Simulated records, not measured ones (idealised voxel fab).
The process module presented herein is designated voxel ribs on slabs.
The width of the displayed cross-section, cut, is 155 nm; its cells are square, with a size of 5 nm.
For the purposes of this document, a cross-section shall be understood as a grid of square cells, specified as bands listed in top-to-bottom order, each band consisting of one or more rows of cells. This entry defines a band. It first specifies the height of the band's top and the height of its bottom in nm, and then specifies the band's materials from left to right, stating each material with its width in nm. The word "full width" identifies a single material that fills the band from edge to edge, while the word "blank" identifies empty space. A quick word on heights: they are counted from 0, and under that level the wafer as it came to us is one material throughout. The lowest band is different from the rest in having no bottom; it simply continues downward, written as in "0 -> down". The two numbers in a width such as "30..40" mark its ends across the band: the first belongs to the top row of cells, the second to the bottom row, and from each row to the next the width moves by the same amount. It should be understood that the words "remains unaltered", when stated for a given step, signify that the cross-section underwent no change in any of its cells during that step. "Voids lacking openings": empty spaces of 8 cells or more with no open way to the top, each given as width x height at distance, distance from the left edge, all in nm. On a step's line, text after the settings is the simulator commenting on that step. "overlay nm" on a masked step: distance the mask lay right of its planned place, negative for left.
**Planned process steps**
step 1: RECEIVE with material Si
step 2: DIRECTIONAL_DEP with material SiO2, thk nm 20
step 3: DIRECTIONAL_DEP with material SiN, thk nm 25
step 4: PATTERN with tone cover, mask id RIB, material resist, width nm 30, thk nm 20, overlay nm 0
step 5: DIRECTIONAL_ETCH with etch materials SiN, depth nm 15
step 6: STRIP with etch materials resist
step 7: MASKED_ETCH with tone cover, mask id SLAB, width nm 90, etch materials SiN, depth nm 10, overlay nm 0
step 8: FILL_DEP with material SiO2, thk nm 15
step 9: CMP with height nm 55
step 10: DIRECTIONAL_DEP with material W, thk nm 10
step 11: PATTERN with tone cover, mask id HEATER, material resist, width nm 40, thk nm 20, overlay nm 0
step 12: DIRECTIONAL_ETCH with etch materials W, depth nm 10
step 13: STRIP with etch materials resist
step 14: CONFORMAL_DEP with material SiO2, thk nm 5
**Account of the first of two wafers, which was processed as intended**
**As-received wafer cross-section (after step 1)**
0 -> down = Si full width
Voids lacking openings: none
**Step 2 done - wafer cross-section**
20 -> 0 = SiO2 full width
Below 0, no change.
**Step 3 done - wafer cross-section**
45 -> 20 = SiN full width
Below 20, no change.
**Step 4 done - wafer cross-section**
65 -> 45 = blank (60), resist (30), blank (65)
Below 45, no change.
**Step 5 done - wafer cross-section**
65 -> 45 = blank (60), resist (30), blank (65)
45 -> 30 = blank (60), SiN (30), blank (65)
Below 30, no change.
**Step 6 done - wafer cross-section**
45 -> 30 = blank (60), SiN (30), blank (65)
Below 30, no change.
**Step 7 done - wafer cross-section**
45 -> 30 = blank (60), SiN (30), blank (65)
30 -> 20 = blank (30), SiN (90), blank (35)
Below 20, no change.
**Step 8 done - wafer cross-section**
60 -> 45 = SiO2 full width
45 -> 30 = SiO2 (60), SiN (30), SiO2 (65)
30 -> 20 = SiO2 (30), SiN (90), SiO2 (35)
Below 20, no change.
**Step 9 done - wafer cross-section**
55 -> 45 = SiO2 full width
Below 45, no change.
**Step 10 done - wafer cross-section**
65 -> 55 = W full width
Below 55, no change.
**Step 11 done - wafer cross-section**
85 -> 65 = blank (55), resist (40), blank (60)
Below 65, no change.
**Step 12 done - wafer cross-section**
85 -> 65 = blank (55), resist (40), blank (60)
65 -> 55 = blank (55), W (40), blank (60)
Below 55, no change.
**Step 13 done - wafer cross-section**
65 -> 55 = blank (55), W (40), blank (60)
Below 55, no change.
**Step 14 done - wafer cross-section**
70 -> 65 = blank (50), SiO2 (50), blank (55)
65 -> 60 = blank (50), SiO2 (5), W (40), SiO2 (5), blank (55)
60 -> 55 = SiO2 (55), W (40), SiO2 (60)
Below 55, no change.
**Regarding the second of the two wafers: it shared the first wafer's starting condition and process plan, yet one error occurred during its execution. Its history coincides with that of the first wafer up to and including step 9**
**Cross-sectional representation of the second wafer at the time designated in the plan for the completion of step 10**
65 -> 45 = SiO2 full width
Below 45, no change.
**Cross-sectional representation of the second wafer at the time designated in the plan for the completion of step 11**
85 -> 65 = blank (55), resist (40), blank (60)
Below 65, no change.
Cross-sectional representation of the second wafer at the time designated in the plan for the completion of step 12: remains unaltered
**Cross-sectional representation of the second wafer at the time designated in the plan for the completion of step 13**
65 -> 45 = SiO2 full width
Below 45, no change.
**Cross-sectional representation of the second wafer at the time designated in the plan for the completion of step 14**
70 -> 45 = SiO2 full width
Below 45, no change.
Where did the run depart from the plan? it should be noted that step 10 was executed with settings other than those planned, the operation and settings actually applied being DIRECTIONAL_DEP with material SiO2, thk nm 10
Wafer comparison, final, in cells, second relative to first, materials more or fewer: SiO2: 58 more, W: 16 fewer
